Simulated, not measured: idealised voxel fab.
This is a process module. Its name is voxel released beams.
Section shown: cut. Width: 285 nm. Cell size: 5 nm, square.
Notation: cross-section as square-cell grid; stated in bands, top first, going down; one or more cell rows per band. Each band's line starts with the height of the band's top and of its bottom, in nm. Then come its materials from left to right, each with its width in nm. One material with "edge to edge" fills the band from edge to edge. "blank" is empty space. Beneath 0, the wafer as received is one material, and that level is where height counting begins. The lowest band goes on downward without a bottom; it is written like "0 and below". The width entry "30..40" should be interpreted row by row: the top row of cells in the band takes the first number, the bottom row takes the second number, and the change between adjacent rows is uniform throughout. Key: "no alterations made" - step with no changed cell in the cross-section. Heads up: "Enclosed void inventory" only lists the empty pockets with no open path to the top that are 8 cells or more, and it writes them as width x height at distance, distance from the left edge, in nm. Whatever follows a step's settings on its line is a remark the simulator itself makes about that step. "overlay nm" answers the question of how far to the right of plan the mask lay on a step that has a mask, and when it is negative the answer is to the left.
THESE ARE THE STEPS WE PLANNED FOR THE PROCESS
1. RECEIVE,material Si
2. CONFORMAL_DEP,material SiN,thk nm 5
3. DIRECTIONAL_DEP,material SiO2,thk nm 20
4. MASKED_ETCH,tone open,mask id ANCHOR,width nm 45,etch materials SiO2,depth nm 20,overlay nm 0
5. CONFORMAL_DEP,material polySi,thk nm 15
6. DIRECTIONAL_DEP,material aC,thk nm 10
7. PATTERN,tone cover,mask id BEAM,material resist,width nm 95,thk nm 30,overlay nm 0
8. DIRECTIONAL_ETCH,etch materials aC,depth nm 10
9. STRIP,etch materials resist
10. DIRECTIONAL_ETCH,etch materials polySi,depth nm 15
11. STRIP,etch materials aC
12. STRIP,etch materials SiO2
HERE'S WHAT THE WAFER LOOKED LIKE IN CROSS-SECTION WHEN IT ARRIVED - THAT'S AFTER STEP 1
* 0 and below = Si edge to edge
* Enclosed void inventory: none
FIRST OF TWO WAFERS AT THE END OF THE MODULE, SHOWN IN CROSS-SECTION; RUN CARRIED OUT AS PLANNED
* 40 down to 25 = blank 90, polySi 20, blank 15, polySi 60, blank 100
* 25 down to 20 = blank 95, polySi 15, blank 15, polySi 15, blank 145
* 20 down to 5 = blank 95, polySi 45, blank 145
* 5 down to 0 = SiN edge to edge
* 0 and below = Si edge to edge
* Enclosed void inventory: none
SECOND WAFER AT THE END: LIKE START, LIKE PLAN, ONE MISTAKE
* 40 down to 25 = blank 90, polySi 95, blank 100
* 25 down to 20 = SiN edge to edge
* 20 down to 0 = SiO2 edge to edge
* 0 and below = Si edge to edge
* Enclosed void inventory: none
What was the processing mistake? note: step 2 <-> step 3, run order reversed vs plan
Wafer comparison, final, in cells, second relative to first, materials more or fewer: +228 SiO2 | -24 polySi
